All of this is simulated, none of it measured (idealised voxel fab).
The process module that follows is named voxel gate over fins.
The cross-section shown here is cut; it is 200 nm wide and divided into square cells measuring 5 nm on a side.
A cross-section is written here as square cells arranged in a grid, and it is given in bands from the top down, each band taking up one or more rows of cells.
What a band's entry tells you: where the top is and where the bottom is, as heights in nm, and after that what lies inside, material by material from left to right, each with its width in nm. Empty space is written as the word "air", and a single material marked with the word "edge to edge" occupies the band from edge to edge.
A quick word on heights: they are counted from 0, and under that level the wafer as it came to us is one material throughout. The lowest band is different from the rest in having no bottom; it simply continues downward, written as in "from 0 down".
It should be noted that a width expressed as "30 to 40" varies in equal increments from row to row of cells within the band, taking the value of the first number at the top row and that of the second number at the bottom row.
Key: "nothing was modified" - step with no changed cell in the cross-section.
Empty spaces counting at least 8 cells and having no open way to the top are listed in "Fully sealed cavities". The notation width x height at distance is used for each, the distance being from the left edge and all three values in nm.
It should be noted that, on the line of a given step, the content following the step's settings is a remark produced by the simulator itself with respect to that step.
You can add "overlay nm" to a step's line. For a step with a mask, it describes how far the mask lay to the right of its planned position, and a negative number describes a lay to the left.

[Process steps (planned)]
1) RECEIVE (material Si)
2) CONFORMAL_DEP (material SiN; thk nm 10)
3) DIRECTIONAL_DEP (material aC; thk nm 15)
4) PATTERN (tone cover; mask id FINS; material resist; width nm 15; pitch nm 40; thk nm 35; overlay nm 0)
5) DIRECTIONAL_ETCH (etch materials aC; depth nm 15)
6) STRIP (etch materials resist)
7) DIRECTIONAL_ETCH (etch materials SiN; depth nm 10)
8) DIRECTIONAL_ETCH (etch materials Si; depth nm 35)
9) STRIP (etch materials aC)
10) OXIDIZE (depth nm 5)
11) FILL_DEP (material SiO2; thk nm 15)
12) CMP (height nm 10)
13) SELECTIVE_ETCH (etch materials SiO2; depth nm 25)
14) STRIP (etch materials SiN)
15) CONFORMAL_DEP (material HfO2; thk nm 5)
16) CONFORMAL_DEP (material TiN; thk nm 5)
17) CONFORMAL_DEP (material TiAl; thk nm 5)
18) CONFORMAL_DEP (material TiN; thk nm 5)
19) FILL_DEP (material W; thk nm 10)
20) CMP (height nm 25)
21) CONFORMAL_DEP (material SiCN; thk nm 5)

[first wafer, as planned]

[So this is the incoming wafer in cross-section - it's already been through step 1]
	from 0 down  Si edge to edge
	Fully sealed cavities: none

[After step 2: wafer cross-section]
	from 10 to 0  SiN edge to edge
	Whatever lies below 0 is exactly as it was before.

[After step 3: wafer cross-section]
	from 25 to 10  aC edge to edge
	Whatever lies below 10 is exactly as it was before.

[After step 4: wafer cross-section]
	from 60 to 25  air 50  resist 15  air 25  resist 15  air 25  resist 15  air 55
	Whatever lies below 25 is exactly as it was before.

[After step 5: wafer cross-section]
	from 45 to 25  air 50  resist 15  air 25  resist 15  air 25  resist 15  air 55
	from 25 to 10  air 50  aC 15  air 25  aC 15  air 25  aC 15  air 55
	Whatever lies below 10 is exactly as it was before.

[After step 6: wafer cross-section]
	from 25 to 10  air 50  aC 15  air 25  aC 15  air 25  aC 15  air 55
	Whatever lies below 10 is exactly as it was before.

[After step 7: wafer cross-section]
	from 25 to 10  air 50  aC 15  air 25  aC 15  air 25  aC 15  air 55
	from 10 to 0  air 50  SiN 15  air 25  SiN 15  air 25  SiN 15  air 55
	Whatever lies below 0 is exactly as it was before.

[After step 8: wafer cross-section]
	from 25 to 10  air 50  aC 15  air 25  aC 15  air 25  aC 15  air 55
	from 10 to 0  air 50  SiN 15  air 25  SiN 15  air 25  SiN 15  air 55
	from 0 to -35  air 50  Si 15  air 25  Si 15  air 25  Si 15  air 55
	Whatever lies below -35 is exactly as it was before.

[After step 9: wafer cross-section]
	from 10 to 0  air 50  SiN 15  air 25  SiN 15  air 25  SiN 15  air 55
	Whatever lies below 0 is exactly as it was before.

[After step 10: wafer cross-section]
	from 10 to 0  air 50  SiN 15  air 25  SiN 15  air 25  SiN 15  air 55
	from 0 to -35  air 50  SiO2 5  Si 5  SiO2 5  air 25  SiO2 5  Si 5  SiO2 5  air 25  SiO2 5  Si 5  SiO2 5  air 55
	from -35 to -40  SiO2 55  Si 5  SiO2 35  Si 5  SiO2 35  Si 5  SiO2 60
	Whatever lies below -40 is exactly as it was before.

[After step 11: wafer cross-section]
	from 25 to 10  SiO2 edge to edge
	from 10 to 0  SiO2 50  SiN 15  SiO2 25  SiN 15  SiO2 25  SiN 15  SiO2 55
	from 0 to -40  SiO2 55  Si 5  SiO2 35  Si 5  SiO2 35  Si 5  SiO2 60
	Whatever lies below -40 is exactly as it was before.

[After step 12: wafer cross-section]
	from 10 to 0  SiO2 50  SiN 15  SiO2 25  SiN 15  SiO2 25  SiN 15  SiO2 55
	Whatever lies below 0 is exactly as it was before.

[After step 13: wafer cross-section]
	from 10 to 0  air 50  SiN 15  air 25  SiN 15  air 25  SiN 15  air 55
	from 0 to -15  air 55  Si 5  air 35  Si 5  air 35  Si 5  air 60
	Whatever lies below -15 is exactly as it was before.

[After step 14: wafer cross-section]
	from 0 to -15  air 55  Si 5  air 35  Si 5  air 35  Si 5  air 60
	Whatever lies below -15 is exactly as it was before.

[After step 15: wafer cross-section]
	from 5 to 0  air 50  HfO2 15  air 25  HfO2 15  air 25  HfO2 15  air 55
	from 0 to -10  air 50  HfO2 5  Si 5  HfO2 5  air 25  HfO2 5  Si 5  HfO2 5  air 25  HfO2 5  Si 5  HfO2 5  air 55
	from -10 to -15  HfO2 55  Si 5  HfO2 35  Si 5  HfO2 35  Si 5  HfO2 60
	Whatever lies below -15 is exactly as it was before.

[After step 16: wafer cross-section]
	from 10 to 5  air 45  TiN 25  air 15  TiN 25  air 15  TiN 25  air 50
	from 5 to 0  air 45  TiN 5  HfO2 15  TiN 5  air 15  TiN 5  HfO2 15  TiN 5  air 15  TiN 5  HfO2 15  TiN 5  air 50
	from 0 to -5  air 45  TiN 5  HfO2 5  Si 5  HfO2 5  TiN 5  air 15  TiN 5  HfO2 5  Si 5  HfO2 5  TiN 5  air 15  TiN 5  HfO2 5  Si 5  HfO2 5  TiN 5  air 50
	from -5 to -10  TiN 50  HfO2 5  Si 5  HfO2 5  TiN 25  HfO2 5  Si 5  HfO2 5  TiN 25  HfO2 5  Si 5  HfO2 5  TiN 55
	Whatever lies below -10 is exactly as it was before.

[After step 17: wafer cross-section]
	from 15 to 10  air 40  TiAl 35  air 5  TiAl 35  air 5  TiAl 35  air 45
	from 10 to 5  air 40  TiAl 5  TiN 25  TiAl 5  air 5  TiAl 5  TiN 25  TiAl 5  air 5  TiAl 5  TiN 25  TiAl 5  air 45
	from 5 to 0  air 40  TiAl 5  TiN 5  HfO2 15  TiN 5  TiAl 5  air 5  TiAl 5  TiN 5  HfO2 15  TiN 5  TiAl 5  air 5  TiAl 5  TiN 5  HfO2 15  TiN 5  TiAl 5  air 45
	from 0 to -5  TiAl 45  TiN 5  HfO2 5  Si 5  HfO2 5  TiN 5  TiAl 15  TiN 5  HfO2 5  Si 5  HfO2 5  TiN 5  TiAl 15  TiN 5  HfO2 5  Si 5  HfO2 5  TiN 5  TiAl 50
	Whatever lies below -5 is exactly as it was before.

[After step 18: wafer cross-section]
	from 20 to 15  air 35  TiN 125  air 40
	from 15 to 10  air 35  TiN 5  TiAl 35  TiN 5  TiAl 35  TiN 5  TiAl 35  TiN 5  air 40
	from 10 to 5  air 35  TiN 5  TiAl 5  TiN 25  TiAl 5  TiN 5  TiAl 5  TiN 25  TiAl 5  TiN 5  TiAl 5  TiN 25  TiAl 5  TiN 5  air 40
	from 5 to 0  TiN 40  TiAl 5  TiN 5  HfO2 15  TiN 5  TiAl 5  TiN 5  TiAl 5  TiN 5  HfO2 15  TiN 5  TiAl 5  TiN 5  TiAl 5  TiN 5  HfO2 15  TiN 5  TiAl 5  TiN 45
	Whatever lies below 0 is exactly as it was before.

[After step 19: wafer cross-section]
	from 30 to 20  W edge to edge
	from 20 to 15  W 35  TiN 125  W 40
	from 15 to 10  W 35  TiN 5  TiAl 35  TiN 5  TiAl 35  TiN 5  TiAl 35  TiN 5  W 40
	from 10 to 5  W 35  TiN 5  TiAl 5  TiN 25  TiAl 5  TiN 5  TiAl 5  TiN 25  TiAl 5  TiN 5  TiAl 5  TiN 25  TiAl 5  TiN 5  W 40
	Whatever lies below 5 is exactly as it was before.

[After step 20: wafer cross-section]
	from 25 to 20  W edge to edge
	Whatever lies below 20 is exactly as it was before.

[After step 21: wafer cross-section]
	from 30 to 25  SiCN edge to edge
	Whatever lies below 25 is exactly as it was before.

[For the second wafer, take the first wafer's start and plan, then add one mistake made in running it; everything through step 16, that step included, is shared with the first]

[Planned end of step 17: second wafer, cross-section]
	from 15 to 10  air 40  SiO2 35  air 5  SiO2 35  air 5  SiO2 35  air 45
	from 10 to 5  air 40  SiO2 5  TiN 25  SiO2 5  air 5  SiO2 5  TiN 25  SiO2 5  air 5  SiO2 5  TiN 25  SiO2 5  air 45
	from 5 to 0  air 40  SiO2 5  TiN 5  HfO2 15  TiN 5  SiO2 5  air 5  SiO2 5  TiN 5  HfO2 15  TiN 5  SiO2 5  air 5  SiO2 5  TiN 5  HfO2 15  TiN 5  SiO2 5  air 45
	from 0 to -5  SiO2 45  TiN 5  HfO2 5  Si 5  HfO2 5  TiN 5  SiO2 15  TiN 5  HfO2 5  Si 5  HfO2 5  TiN 5  SiO2 15  TiN 5  HfO2 5  Si 5  HfO2 5  TiN 5  SiO2 50
	Whatever lies below -5 is exactly as it was before.

[Planned end of step 18: second wafer, cross-section]
	from 20 to 15  air 35  TiN 125  air 40
	from 15 to 10  air 35  TiN 5  SiO2 35  TiN 5  SiO2 35  TiN 5  SiO2 35  TiN 5  air 40
	from 10 to 5  air 35  TiN 5  SiO2 5  TiN 25  SiO2 5  TiN 5  SiO2 5  TiN 25  SiO2 5  TiN 5  SiO2 5  TiN 25  SiO2 5  TiN 5  air 40
	from 5 to 0  TiN 40  SiO2 5  TiN 5  HfO2 15  TiN 5  SiO2 5  TiN 5  SiO2 5  TiN 5  HfO2 15  TiN 5  SiO2 5  TiN 5  SiO2 5  TiN 5  HfO2 15  TiN 5  SiO2 5  TiN 45
	Whatever lies below 0 is exactly as it was before.

[Planned end of step 19: second wafer, cross-section]
	from 30 to 20  W edge to edge
	from 20 to 15  W 35  TiN 125  W 40
	from 15 to 10  W 35  TiN 5  SiO2 35  TiN 5  SiO2 35  TiN 5  SiO2 35  TiN 5  W 40
	from 10 to 5  W 35  TiN 5  SiO2 5  TiN 25  SiO2 5  TiN 5  SiO2 5  TiN 25  SiO2 5  TiN 5  SiO2 5  TiN 25  SiO2 5  TiN 5  W 40
	Whatever lies below 5 is exactly as it was before.

[Planned end of step 20: second wafer, cross-section]
	from 25 to 20  W edge to edge
	Whatever lies below 20 is exactly as it was before.

[Planned end of step 21: second wafer, cross-section]
	from 30 to 25  SiCN edge to edge
	Whatever lies below 25 is exactly as it was before.
Misprocessing identified: step 17, actual vs plan mismatch, actual run CONFORMAL_DEP (material SiO2; thk nm 5)
Per the end-of-run cell counts, the second wafer holds more or fewer of some materials than the first: 58 more of SiO2 | 58 fewer of TiAl
